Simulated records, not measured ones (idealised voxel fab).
The document below concerns the process module designated voxel fin reveal.
For reference, the cross-section in this document is cut, with width 255 nm and square cells of 5 nm.
Bands, listed from the top down, are how a cross-section gets written in this document; the cross-section itself is a grid of square cells, and a band is one or more rows of them.
Basically the band line says how high the top is and how high the bottom is, in nm, and then what's in it from left to right, every material with its width in nm. Empty space shows up as "air", and if a single material carries "edge to edge" it runs the full band edge to edge.
Heads up on the height convention: 0 is the point under which the incoming wafer is all one material, and the lowest band has no bottom, it just keeps going down, like "top 0, no bottom".
You'd read "30->40" like this: the band's top row of cells is as wide as the first number, its bottom row is as wide as the second, and going down, every row changes width by the same amount as the row before did.
Given "remained unchanged" for a step, no cell of the cross-section differs between before and after that step.
The entry titled "Closed void table" provides the empty spaces that have no open way to the top, restricted to those of 8 cells or more. Each is presented as width x height at distance, the distance being measured from the left edge, with all three in nm.
Note: text after step settings on the step line = simulator remark on that step.
overlay nm: on a step with a mask, how far right of its planned place the mask lay; negative means left.

List of planned process steps:
step 1: op RECEIVE | material Si
step 2: op CONFORMAL_DEP | material SiN | thk nm 5
step 3: op PATTERN | tone cover | mask id FINS | material resist | width nm 15 | pitch nm 45 | thk nm 15 | overlay nm 0
step 4: op DIRECTIONAL_ETCH | etch materials SiN | depth nm 5
step 5: op DIRECTIONAL_ETCH | etch materials Si | depth nm 30
step 6: op STRIP | etch materials resist
step 7: op FILL_DEP | material SiO2 | thk nm 5
step 8: op CMP | height nm 5
step 9: op SELECTIVE_ETCH | etch materials SiO2 | depth nm 15
step 10: op STRIP | etch materials SiN

The first of two wafers, run as planned:

This is the cross-section of the wafer as we received it, i.e. after step 1:
  top 0, no bottom  Si edge to edge
  Closed void table: none

The following cross-section depicts the wafer upon completion of step 2:
  top 5, bottom 0  SiN edge to edge
  For the remainder of the cross-section, below 0, there is no change.

The following cross-section depicts the wafer upon completion of step 3:
  top 20, bottom 5  air: 50, resist: 15, air: 30, resist: 15, air: 30, resist: 15, air: 30, resist: 15, air: 55
  For the remainder of the cross-section, below 5, there is no change.

The following cross-section depicts the wafer upon completion of step 4:
  top 20, bottom 5  air: 50, resist: 15, air: 30, resist: 15, air: 30, resist: 15, air: 30, resist: 15, air: 55
  top 5, bottom 0  air: 50, SiN: 15, air: 30, SiN: 15, air: 30, SiN: 15, air: 30, SiN: 15, air: 55
  For the remainder of the cross-section, below 0, there is no change.

The following cross-section depicts the wafer upon completion of step 5:
  top 20, bottom 5  air: 50, resist: 15, air: 30, resist: 15, air: 30, resist: 15, air: 30, resist: 15, air: 55
  top 5, bottom 0  air: 50, SiN: 15, air: 30, SiN: 15, air: 30, SiN: 15, air: 30, SiN: 15, air: 55
  top 0, bottom -30  air: 50, Si: 15, air: 30, Si: 15, air: 30, Si: 15, air: 30, Si: 15, air: 55
  For the remainder of the cross-section, below -30, there is no change.

The following cross-section depicts the wafer upon completion of step 6:
  top 5, bottom 0  air: 50, SiN: 15, air: 30, SiN: 15, air: 30, SiN: 15, air: 30, SiN: 15, air: 55
  For the remainder of the cross-section, below 0, there is no change.

The following cross-section depicts the wafer upon completion of step 7:
  top 10, bottom 5  SiO2 edge to edge
  top 5, bottom 0  SiO2: 50, SiN: 15, SiO2: 30, SiN: 15, SiO2: 30, SiN: 15, SiO2: 30, SiN: 15, SiO2: 55
  top 0, bottom -30  SiO2: 50, Si: 15, SiO2: 30, Si: 15, SiO2: 30, Si: 15, SiO2: 30, Si: 15, SiO2: 55
  For the remainder of the cross-section, below -30, there is no change.

The following cross-section depicts the wafer upon completion of step 8:
  top 5, bottom 0  SiO2: 50, SiN: 15, SiO2: 30, SiN: 15, SiO2: 30, SiN: 15, SiO2: 30, SiN: 15, SiO2: 55
  For the remainder of the cross-section, below 0, there is no change.

The following cross-section depicts the wafer upon completion of step 9:
  top 5, bottom 0  air: 50, SiN: 15, air: 30, SiN: 15, air: 30, SiN: 15, air: 30, SiN: 15, air: 55
  top 0, bottom -10  air: 50, Si: 15, air: 30, Si: 15, air: 30, Si: 15, air: 30, Si: 15, air: 55
  For the remainder of the cross-section, below -10, there is no change.

The following cross-section depicts the wafer upon completion of step 10:
  top 0, bottom -10  air: 50, Si: 15, air: 30, Si: 15, air: 30, Si: 15, air: 30, Si: 15, air: 55
  For the remainder of the cross-section, below -10, there is no change.

Okay, second wafer. Nothing different at the start, nothing different in the plan, just one mistake somewhere in the running. As far as step 8, counting that step, it's the first wafer all over again:

X-section, second wafer, when step 9 was due to finish:
  top 5, bottom 0  SiO2: 50, air: 15, SiO2: 30, air: 15, SiO2: 30, air: 15, SiO2: 30, air: 15, SiO2: 55
  For the remainder of the cross-section, below 0, there is no change.

X-section, second wafer, when step 10 was due to finish:
  top 0, bottom -10  air: 50, Si: 15, air: 30, Si: 15, air: 30, Si: 15, air: 30, Si: 15, air: 55
  top -10, bottom -15  SiO2: 35, air: 15, Si: 15, air: 30, Si: 15, air: 30, Si: 15, air: 30, Si: 15, air: 15, SiO2: 40
  For the remainder of the cross-section, below -15, there is no change.
What was the processing mistake? steps 9 and 10 traded places in the executed sequence
Final wafer comparison in cells, second versus first, more or fewer per material: SiO2: 24 fewer
